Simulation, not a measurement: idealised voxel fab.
The name of this process module is voxel self aligned contacts.
The cross-section on display is named cut; it measures 245 nm wide, and its cells are 5 nm squares.
The cross-sections in this document take the form of a grid made of square cells. They are written out as bands, in order from top to bottom. Each band consists of one or more rows of cells.
Each band's line starts with the height of the band's top and of its bottom, in nm. Then come its materials from left to right, each with its width in nm. One material with "everywhere" fills the band from edge to edge. "empty" is empty space.
The level at which height equals 0 is the one under which the wafer, as it arrives, is entirely one material. No lower edge exists for the bottom band, which continues downward and is notated as in "0 nm and below".
Width spec "30..40" -> top row of cells at first value, bottom row at second value, equal per-row change in between.
Where the words "stayed the same" appear for a step, the cross-section shows no cell changed by that step; every cell remained as before.
"Closed void table" - sealed voids, min. 8 cells, no opening to top; format: width x height at distance (distance from left edge; nm throughout).
Past the settings on a step's line: simulator remark, on that step.
The "overlay nm" setting may appear on a step's line; for a step that uses a mask, it gives how far to the right of its planned position the mask lay, and a negative value indicates the left.

# The steps planned for the process are as follows
1 RECEIVE,material Si
2 CONFORMAL_DEP,material SiO2,thk nm 5
3 DIRECTIONAL_DEP,material polySi,thk nm 20
4 DIRECTIONAL_DEP,material SiN,thk nm 25
5 DIRECTIONAL_DEP,material aC,thk nm 10
6 PATTERN,tone cover,mask id GATE,material resist,width nm 25,pitch nm 70,thk nm 30,overlay nm 0
7 DIRECTIONAL_ETCH,etch materials aC,depth nm 10
8 STRIP,etch materials resist
9 DIRECTIONAL_ETCH,etch materials SiN,depth nm 25
10 DIRECTIONAL_ETCH,etch materials polySi,depth nm 20
11 STRIP,etch materials aC
12 CONFORMAL_DEP,material SiN,thk nm 10
13 DIRECTIONAL_ETCH,etch materials SiN,depth nm 10
14 FILL_DEP,material SiO2,thk nm 10
15 CMP,height nm 55
16 MASKED_ETCH,tone open,mask id CONTACT,width nm 55,pitch nm 70,etch materials SiO2,depth nm 55,overlay nm 0
17 CONFORMAL_DEP,material TiN,thk nm 5
18 FILL_DEP,material W,thk nm 5
19 CMP,height nm 55
20 CONFORMAL_DEP,material SiCN,thk nm 5

# Incoming wafer in cross-section (state: after step 1)
0 nm and below = Si everywhere
Closed void table: none

# The module was run from the start shown above using the plan shown above, but one mistake was made doing it; the resulting wafer cross-section is below
60 nm to 55 nm = SiCN everywhere
55 nm to 50 nm = SiO2: 60 | TiN: 20 | W: 15 | TiN: 20 | SiO2: 15 | TiN: 20 | W: 15 | TiN: 20 | SiO2: 60
50 nm to 35 nm = SiO2: 30 | SiN: 10 | polySi: 25 | SiN: 10 | TiN: 5 | W: 15 | TiN: 5 | SiN: 10 | polySi: 25 | SiN: 10 | TiN: 5 | W: 15 | TiN: 5 | SiN: 10 | polySi: 25 | SiN: 10 | SiO2: 30
35 nm to 30 nm = SiO2: 30 | SiN: 10 | polySi: 25 | SiN: 10 | TiN: 25 | SiN: 10 | polySi: 25 | SiN: 10 | TiN: 25 | SiN: 10 | polySi: 25 | SiN: 10 | SiO2: 30
30 nm to 5 nm = SiN everywhere
5 nm to 0 nm = SiO2 everywhere
0 nm and below = Si everywhere
Closed void table: none
Where did the run depart from the plan? steps 3 and 4 run out of order (swapped)
